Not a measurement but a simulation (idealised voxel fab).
Process module heading - voxel air gaps
In the cross-section labelled cut, the width is 175 nm and each square cell is 5 nm.
Cross-sections here: square-cell grids, written as top-down lists of bands, a band being one or more rows of cells.
For a band, the entry starts with two heights in nm, that of the top and then that of the bottom, and carries on with the band's materials in order from left to right, each alongside its width in nm; the word "throughout" beside a single material means it fills the band edge to edge, and "blank" means empty space.
The reference from which all heights are counted is 0, the level beneath which the as-received wafer is entirely one material; the lowest band, having no lower bound, proceeds downward and is written after the example "0 and below".
So if you see something like "30->40" for the width, read it as the top row of the band sitting at the first number and the bottom row at the second, with every row in between moving by the same amount as the last.
What does "everything unchanged" mean for a step? It means no cell of the cross-section changed in that step.
"Closed void register" - sealed voids, min. 8 cells, no opening to top; format: width x height at distance (distance from left edge; nm throughout).
Post-settings text on a step line: simulator's own remark regarding the step.
If you see "overlay nm" on a step's line and that step has a mask, it's telling you how far right of where it was planned the mask ended up; a negative number means it went left instead.

**Set out below are the planned steps of the process**
- 1: RECEIVE,material Si
- 2: CONFORMAL_DEP,material SiO2,thk nm 10
- 3: CONFORMAL_DEP,material SiN,thk nm 5
- 4: DIRECTIONAL_DEP,material SiO2,thk nm 35
- 5: DIRECTIONAL_DEP,material aC,thk nm 15
- 6: PATTERN,tone open,mask id LINES,material resist,width nm 25,pitch nm 50,thk nm 30,overlay nm 0
- 7: DIRECTIONAL_ETCH,etch materials aC,depth nm 15
- 8: STRIP,etch materials resist
- 9: DIRECTIONAL_ETCH,etch materials SiO2,depth nm 35
- 10: STRIP,etch materials aC
- 11: CONFORMAL_DEP,material TiN,thk nm 5
- 12: FILL_DEP,material Cu,thk nm 5
- 13: CMP,height nm 50
- 14: EPI,material Ru,thk nm 10
- 15: SELECTIVE_ETCH,etch materials SiO2,depth nm 45
- 16: CONFORMAL_DEP,material SiN,thk nm 5

**This is the cross-section of the wafer as we received it, i.e. after step 1**
	0 and below = Si throughout
	Closed void register: none

**The following cross-section depicts the wafer upon conclusion of the module. Processing commenced from the starting condition illustrated above and adhered to the plan illustrated above, save for one mistake in execution**
	65 down to 60 = SiN throughout
	60 down to 50 = 35 of Ru, then 5 of SiN, then 45 of Ru, then 5 of SiN, then 45 of Ru, then 5 of SiN, then 35 of Ru
	50 down to 45 = 20 of Cu, then 5 of TiN, then 25 of SiN, then 5 of TiN, then 15 of Cu, then 5 of TiN, then 25 of SiN, then 5 of TiN, then 15 of Cu, then 5 of TiN, then 25 of SiN, then 5 of TiN, then 20 of Cu
	45 down to 20 = 20 of Cu, then 5 of TiN, then 5 of SiN, then 15 of blank, then 5 of SiN, then 5 of TiN, then 15 of Cu, then 5 of TiN, then 5 of SiN, then 15 of blank, then 5 of SiN, then 5 of TiN, then 15 of Cu, then 5 of TiN, then 5 of SiN, then 15 of blank, then 5 of SiN, then 5 of TiN, then 20 of Cu
	20 down to 15 = 25 of TiN, then 25 of SiN, then 25 of TiN, then 25 of SiN, then 25 of TiN, then 25 of SiN, then 25 of TiN
	15 down to 10 = SiN throughout
	10 down to 0 = SiO2 throughout
	0 and below = Si throughout
	Closed void register: 15 x 25 at 30; 15 x 25 at 80; 15 x 25 at 130
what went wrong: step 6 was not run as planned; what actually ran was PATTERN,tone cover,mask id LINES,material resist,width nm 25,pitch nm 50,thk nm 30,overlay nm 0
